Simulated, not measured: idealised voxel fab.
The name of this process module is voxel capacitor over wiring.
Displayed cross-section: cut, width of 155 nm, square cells sized 5 nm.
In what follows, cross-sections appear as grids of square cells, described through bands that run from the top down, where every band is one or more rows of cells.
Band: top height; bottom height; in nm. Then, left to right: material with width in nm, for each material. "throughout": a single material spanning edge to edge. "air": empty space.
Heights from 0 (as-received wafer is one material below). Bottom band endless downward, as "0 down".
A width given as "30..40" starts at the first number in the band's top row and ends at the second number in its bottom row, shifting by an equal amount at every step from row to row.
Step note "remains unaltered" = no cross-section cell changed.
Entry "Closed void roster" = empty spaces >= 8 cells with no open way to the top; each as width x height at distance, distance from left edge, all nm.
Where a step's line continues beyond its settings, the continuation is a remark by the simulator itself on that step.
overlay nm: right-of-plan distance of the mask on a masked step; negative values mean left-of-plan.

Planned step list for the process:
1,RECEIVE [material Si]
2,CONFORMAL_DEP [material SiO2] [thk nm 15]
3,CONFORMAL_DEP [material SiCN] [thk nm 5]
4,DIRECTIONAL_DEP [material lowk] [thk nm 25]
5,DIRECTIONAL_DEP [material aC] [thk nm 10]
6,PATTERN [tone open] [mask id METAL_1] [material resist] [width nm 20] [pitch nm 85] [thk nm 30] [overlay nm -10]
7,DIRECTIONAL_ETCH [etch materials aC] [depth nm 10]
8,STRIP [etch materials resist]
9,DIRECTIONAL_ETCH [etch materials lowk] [depth nm 25]
10,DIRECTIONAL_ETCH [etch materials SiCN] [depth nm 5]
11,STRIP [etch materials aC]
12,CONFORMAL_DEP [material TiN] [thk nm 5]
13,FILL_DEP [material Cu] [thk nm 5]
14,CMP [height nm 45]
15,CONFORMAL_DEP [material SiCN] [thk nm 5]
16,DIRECTIONAL_DEP [material lowk] [thk nm 15]
17,DIRECTIONAL_DEP [material aC] [thk nm 10]
18,PATTERN [tone open] [mask id PLUG_1] [material resist] [width nm 15] [thk nm 25] [overlay nm 0]
19,DIRECTIONAL_ETCH [etch materials aC] [depth nm 10]
20,STRIP [etch materials resist]
21,DIRECTIONAL_ETCH [etch materials lowk] [depth nm 15]
22,DIRECTIONAL_ETCH [etch materials SiCN] [depth nm 5]
23,STRIP [etch materials aC]
24,EPI [material Ru] [thk nm 10]
25,EPI [material Ru] [thk nm 10]
26,DIRECTIONAL_DEP [material TiN] [thk nm 5]
27,DIRECTIONAL_DEP [material HfO2] [thk nm 5]
28,DIRECTIONAL_DEP [material TiN] [thk nm 10]
29,MASKED_ETCH [tone cover] [mask id UPPER_PLATE] [width nm 70] [etch materials TiN] [depth nm 10] [overlay nm 0]
30,MASKED_ETCH [tone cover] [mask id UPPER_PLATE] [width nm 70] [etch materials HfO2] [depth nm 5] [overlay nm 0]
31,PATTERN [tone cover] [mask id LOWER_PLATE] [material resist] [width nm 80] [thk nm 15] [overlay nm 0]
32,DIRECTIONAL_ETCH [etch materials TiN] [depth nm 5]
33,STRIP [etch materials resist]
34,FILL_DEP [material SiO2] [thk nm 15]
35,CMP [height nm 95]
36,DIRECTIONAL_DEP [material aC] [thk nm 10]
37,PATTERN [tone open] [mask id PLUG_2] [material resist] [width nm 15] [thk nm 30] [overlay nm 0]
38,DIRECTIONAL_ETCH [etch materials aC] [depth nm 10]
39,STRIP [etch materials resist]
40,DIRECTIONAL_ETCH [etch materials SiO2] [depth nm 10]
41,STRIP [etch materials aC]
42,CONFORMAL_DEP [material TiN] [thk nm 5]
43,FILL_DEP [material W] [thk nm 10]
44,CMP [height nm 95]
45,CONFORMAL_DEP [material SiCN] [thk nm 5]
Among the wafers covered here, the point of difference is the overlay nm at step 6; their starting state is shared, and the plan presents the value of the first wafer.

Cross-section, first of several wafers, as delivered after step 1:
0 down = Si throughout
Closed void roster: none

Post step 45, the closing step of the module: first of several wafers, cross-sectioned:
100 to 95 = SiCN throughout
95 to 90 = SiO2: 40; TiN: 5; W: 5; TiN: 5; SiO2: 100
90 to 85 = SiO2: 40; TiN: 15; SiO2: 100
85 to 75 = SiO2: 30; TiN: 70; SiO2: 55
75 to 70 = SiO2: 30; HfO2: 70; SiO2: 55
70 to 65 = SiO2: 25; TiN: 80; SiO2: 50
65 to 50 = lowk: 30; Ru: 15; lowk: 110
50 to 45 = SiCN: 30; Ru: 15; SiCN: 110
45 to 20 = lowk: 15; TiN: 5; Cu: 10; TiN: 5; lowk: 65; TiN: 5; Cu: 10; TiN: 5; lowk: 35
20 to 15 = SiCN: 15; TiN: 20; SiCN: 65; TiN: 20; SiCN: 35
15 to 0 = SiO2 throughout
0 down = Si throughout
Closed void roster: none

Sectional view of the last wafer upon completion of the module:
100 to 95 = SiCN throughout
95 to 90 = SiO2: 40; TiN: 5; W: 5; TiN: 5; SiO2: 100
90 to 85 = SiO2: 40; TiN: 15; SiO2: 100
85 to 75 = SiO2: 30; TiN: 70; SiO2: 55
75 to 70 = SiO2: 30; HfO2: 70; SiO2: 55
70 to 65 = SiO2: 25; TiN: 80; SiO2: 50
65 to 50 = lowk: 30; Ru: 15; lowk: 110
50 to 45 = SiCN: 30; Ru: 15; SiCN: 110
45 to 20 = lowk: 35; TiN: 5; Cu: 10; TiN: 5; lowk: 65; TiN: 5; Cu: 10; TiN: 5; lowk: 15
20 to 15 = SiCN: 35; TiN: 20; SiCN: 65; TiN: 20; SiCN: 15
15 to 0 = SiO2 throughout
0 down = Si throughout
Closed void roster: none

For your reference, the table is organized with a row per wafer; each row reflects the wafer at the end of the module, indicating for each material the cells gained (+) or lost (-) since receipt, and thereafter its closed voids:
overlay nm -10; +20 Cu; +14 HfO2; +12 Ru; +82 SiCN; +215 SiO2; +77 TiN; +1 W; +199 lowk; Closed void roster: none
overlay nm -5; +20 Cu; +14 HfO2; +12 Ru; +82 SiCN; +215 SiO2; +77 TiN; +1 W; +199 lowk; Closed void roster: none
overlay nm 0; +20 Cu; +14 HfO2; +12 Ru; +82 SiCN; +215 SiO2; +77 TiN; +1 W; +199 lowk; Closed void roster: none
overlay nm 5; +20 Cu; +14 HfO2; +12 Ru; +82 SiCN; +215 SiO2; +77 TiN; +1 W; +199 lowk; Closed void roster: none
overlay nm 10; +20 Cu; +14 HfO2; +12 Ru; +82 SiCN; +215 SiO2; +77 TiN; +1 W; +199 lowk; Closed void roster: none
